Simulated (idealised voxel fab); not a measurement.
Process module under the name voxel transistor to metal
Cross-sectional view cut (width: 210 nm; square cell size: 5 nm).
The cross-sections in this document take the form of a grid made of square cells. They are written out as bands, in order from top to bottom. Each band consists of one or more rows of cells.
Top height, bottom height, nm. Materials left to right, width each, nm. Single material + "everywhere" = fills band edge to edge. "blank" = empty.
Heads up on the height convention: 0 is the point under which the incoming wafer is all one material, and the lowest band has no bottom, it just keeps going down, like "0 -> down".
So if you see something like "30 to 40" for the width, read it as the top row of the band sitting at the first number and the bottom row at the second, with every row in between moving by the same amount as the last.
When a step is marked "same as before", none of the cells in the cross-section changed during that step.
The entry "Fully enclosed voids" lists the empty spaces that cover at least 8 cells and have no open path to the top. Each is written as width x height at distance, where the distance is measured from the left edge and all three values are in nm.
Text after the settings on a step's line: the simulator's own remark on that step.
Regarding "overlay nm": on a step with a mask, it is the distance the mask lay to the right of its planned place; a negative value places it to the left.

**So here's the lineup of process steps we planned**
- 1: RECEIVE | material Si
- 2: CONFORMAL_DEP | material SiO2 | thk nm 5
- 3: CONFORMAL_DEP | material SiN | thk nm 15
- 4: PATTERN | tone cover | mask id ACTIVE | material resist | width nm 115 | thk nm 15 | overlay nm 0
- 5: DIRECTIONAL_ETCH | etch materials SiN | depth nm 15
- 6: DIRECTIONAL_ETCH | etch materials SiO2 | depth nm 5
- 7: DIRECTIONAL_ETCH | etch materials Si | depth nm 20
- 8: STRIP | etch materials resist
- 9: FILL_DEP | material SiO2 | thk nm 10
- 10: CMP | height nm 20
- 11: SELECTIVE_ETCH | etch materials SiO2 | depth nm 15
- 12: STRIP | etch materials SiN
- 13: SELECTIVE_ETCH | etch materials SiO2 | depth nm 5
- 14: OXIDIZE | depth nm 5
- 15: DIRECTIONAL_DEP | material polySi | thk nm 25
- 16: DIRECTIONAL_DEP | material SiCN | thk nm 10
- 17: PATTERN | tone cover | mask id GATE | material resist | width nm 25 | thk nm 20 | overlay nm 0
- 18: DIRECTIONAL_ETCH | etch materials SiCN | depth nm 20
- 19: DIRECTIONAL_ETCH | etch materials polySi | depth nm 35
- 20: STRIP | etch materials resist
- 21: CONFORMAL_DEP | material SiO2 | thk nm 5
- 22: DIRECTIONAL_ETCH | etch materials SiO2 | depth nm 5
- 23: CONFORMAL_DEP | material SiN | thk nm 10
- 24: DIRECTIONAL_ETCH | etch materials SiN | depth nm 10
- 25: DIRECTIONAL_ETCH | etch materials SiO2 | depth nm 5
- 26: DIRECTIONAL_ETCH | etch materials Si | depth nm 15
- 27: EPI | material pSi | thk nm 20
- 28: FILL_DEP | material SiO2 | thk nm 10
- 29: CMP | height nm 35
- 30: DIRECTIONAL_DEP | material SiO2 | thk nm 15
- 31: DIRECTIONAL_DEP | material aC | thk nm 15
- 32: PATTERN | tone open | mask id CONTACT | material resist | width nm 30 | pitch nm 65 | thk nm 30 | overlay nm 0
- 33: DIRECTIONAL_ETCH | etch materials aC | depth nm 15
- 34: STRIP | etch materials resist
- 35: DIRECTIONAL_ETCH | etch materials SiO2 | depth nm 35
- 36: STRIP | etch materials aC
- 37: CONFORMAL_DEP | material TiN | thk nm 5
- 38: FILL_DEP | material W | thk nm 10
- 39: CMP | height nm 50
- 40: CONFORMAL_DEP | material SiCN | thk nm 5
- 41: DIRECTIONAL_DEP | material lowk | thk nm 20
- 42: DIRECTIONAL_DEP | material aC | thk nm 10
- 43: PATTERN | tone open | mask id METAL_1 | material resist | width nm 15 | pitch nm 80 | thk nm 30 | overlay nm 0
- 44: DIRECTIONAL_ETCH | etch materials aC | depth nm 10
- 45: STRIP | etch materials resist
- 46: DIRECTIONAL_ETCH | etch materials lowk | depth nm 20
- 47: DIRECTIONAL_ETCH | etch materials SiCN | depth nm 5
- 48: STRIP | etch materials aC
- 49: CONFORMAL_DEP | material TiN | thk nm 5
- 50: FILL_DEP | material W | thk nm 10
- 51: CMP | height nm 75
- 52: EPI | material Ru | thk nm 5
- 53: FILL_DEP | material SiCN | thk nm 5
- 54: DIRECTIONAL_DEP | material SiO2 | thk nm 30
- 55: PATTERN | tone open | mask id METAL_2 | material resist | width nm 15 | pitch nm 80 | thk nm 20 | overlay nm 0
- 56: DIRECTIONAL_ETCH | etch materials SiO2 | depth nm 20
- 57: STRIP | etch materials resist
- 58: MASKED_ETCH | tone open | mask id METAL_2_HOLES | width nm 15 | pitch nm 80 | etch materials SiO2 | depth nm 10 | overlay nm 0
- 59: MASKED_ETCH | tone open | mask id METAL_2_HOLES | width nm 15 | pitch nm 80 | etch materials SiCN | depth nm 5 | overlay nm 0
- 60: CONFORMAL_DEP | material TiN | thk nm 5
- 61: FILL_DEP | material Cu | thk nm 10
- 62: CMP | height nm 115
- 63: CONFORMAL_DEP | material SiN | thk nm 5
varied across the wafers: thk nm of step 53. The plan shows the first wafer's value. All wafers start alike

**As received, i.e. after step 1: cross-section through the first of several wafers**
0 -> down: Si everywhere
Fully enclosed voids: none

**Cross-section, first of several wafers, end of module, after last step 63**
120 -> 115: SiN everywhere
115 -> 85: SiO2: 55, TiN: 5, Cu: 5, TiN: 5, SiO2: 65, TiN: 5, Cu: 5, TiN: 5, SiO2: 60
85 -> 80: SiCN: 55, TiN: 15, SiCN: 65, TiN: 15, SiCN: 60
80 -> 75: SiCN: 50, Ru: 25, SiCN: 55, Ru: 25, SiCN: 55
75 -> 55: lowk: 55, TiN: 5, W: 5, TiN: 5, lowk: 65, TiN: 5, W: 5, TiN: 5, lowk: 60
55 -> 50: SiCN: 55, TiN: 15, SiCN: 65, TiN: 15, SiCN: 60
50 -> 40: SiO2: 55, TiN: 5, W: 20, TiN: 5, SiO2: 35, TiN: 5, W: 20, TiN: 5, SiO2: 60
40 -> 35: SiO2: 55, TiN: 5, W: 10, TiN: 15, SiO2: 35, TiN: 15, W: 10, TiN: 5, SiO2: 60
35 -> 25: SiO2: 55, TiN: 5, W: 10, TiN: 5, SiN: 10, SiO2: 5, SiCN: 25, SiO2: 5, SiN: 10, TiN: 5, W: 10, TiN: 5, SiO2: 60
25 -> 20: SiO2: 55, TiN: 5, W: 10, TiN: 5, SiN: 10, SiO2: 5, polySi: 25, SiO2: 5, SiN: 10, TiN: 5, W: 10, TiN: 5, SiO2: 60
20 -> 15: SiO2: 55, TiN: 20, SiN: 10, SiO2: 5, polySi: 25, SiO2: 5, SiN: 10, TiN: 20, SiO2: 60
15 -> 0: SiO2: 55, pSi: 20, SiN: 10, SiO2: 5, polySi: 25, SiO2: 5, SiN: 10, pSi: 20, SiO2: 60
0 -> -5: SiO2: 40, pSi: 35, SiO2: 55, pSi: 35, SiO2: 45
-5 -> -20: SiO2: 45, pSi: 30, Si: 55, pSi: 30, SiO2: 50
-20 -> down: Si everywhere
Fully enclosed voids: none

**Cross-section of the final wafer among several, taken at the end of the module**
120 -> 115: SiN everywhere
115 -> 100: SiO2: 55, TiN: 5, Cu: 5, TiN: 5, SiO2: 65, TiN: 5, Cu: 5, TiN: 5, SiO2: 60
100 -> 95: SiCN: 55, TiN: 15, SiCN: 65, TiN: 15, SiCN: 60
95 -> 80: SiCN everywhere
80 -> 75: SiCN: 50, Ru: 25, SiCN: 55, Ru: 25, SiCN: 55
75 -> 55: lowk: 55, TiN: 5, W: 5, TiN: 5, lowk: 65, TiN: 5, W: 5, TiN: 5, lowk: 60
55 -> 50: SiCN: 55, TiN: 15, SiCN: 65, TiN: 15, SiCN: 60
50 -> 40: SiO2: 55, TiN: 5, W: 20, TiN: 5, SiO2: 35, TiN: 5, W: 20, TiN: 5, SiO2: 60
40 -> 35: SiO2: 55, TiN: 5, W: 10, TiN: 15, SiO2: 35, TiN: 15, W: 10, TiN: 5, SiO2: 60
35 -> 25: SiO2: 55, TiN: 5, W: 10, TiN: 5, SiN: 10, SiO2: 5, SiCN: 25, SiO2: 5, SiN: 10, TiN: 5, W: 10, TiN: 5, SiO2: 60
25 -> 20: SiO2: 55, TiN: 5, W: 10, TiN: 5, SiN: 10, SiO2: 5, polySi: 25, SiO2: 5, SiN: 10, TiN: 5, W: 10, TiN: 5, SiO2: 60
20 -> 15: SiO2: 55, TiN: 20, SiN: 10, SiO2: 5, polySi: 25, SiO2: 5, SiN: 10, TiN: 20, SiO2: 60
15 -> 0: SiO2: 55, pSi: 20, SiN: 10, SiO2: 5, polySi: 25, SiO2: 5, SiN: 10, pSi: 20, SiO2: 60
0 -> -5: SiO2: 40, pSi: 35, SiO2: 55, pSi: 35, SiO2: 45
-5 -> -20: SiO2: 45, pSi: 30, Si: 55, pSi: 30, SiO2: 50
-20 -> down: Si everywhere
Fully enclosed voids: none

**Rows = wafers. At module end, each row lists per material the cells gained (+) or lost (-) since the wafer was received, then the closed voids**
thk nm 5, +12 Cu, +10 Ru, -135 Si, +114 SiCN, +70 SiN, +566 SiO2, +88 TiN, +40 W, +144 lowk, +74 pSi, +25 polySi, Fully enclosed voids: none
thk nm 10, +10 Cu, +10 Ru, -135 Si, +156 SiCN, +70 SiN, +530 SiO2, +84 TiN, +40 W, +144 lowk, +74 pSi, +25 polySi, Fully enclosed voids: none
thk nm 15, +8 Cu, +10 Ru, -135 Si, +198 SiCN, +70 SiN, +494 SiO2, +80 TiN, +40 W, +144 lowk, +74 pSi, +25 polySi, Fully enclosed voids: none
thk nm 20, +6 Cu, +10 Ru, -135 Si, +240 SiCN, +70 SiN, +458 SiO2, +76 TiN, +40 W, +144 lowk, +74 pSi, +25 polySi, Fully enclosed voids: none
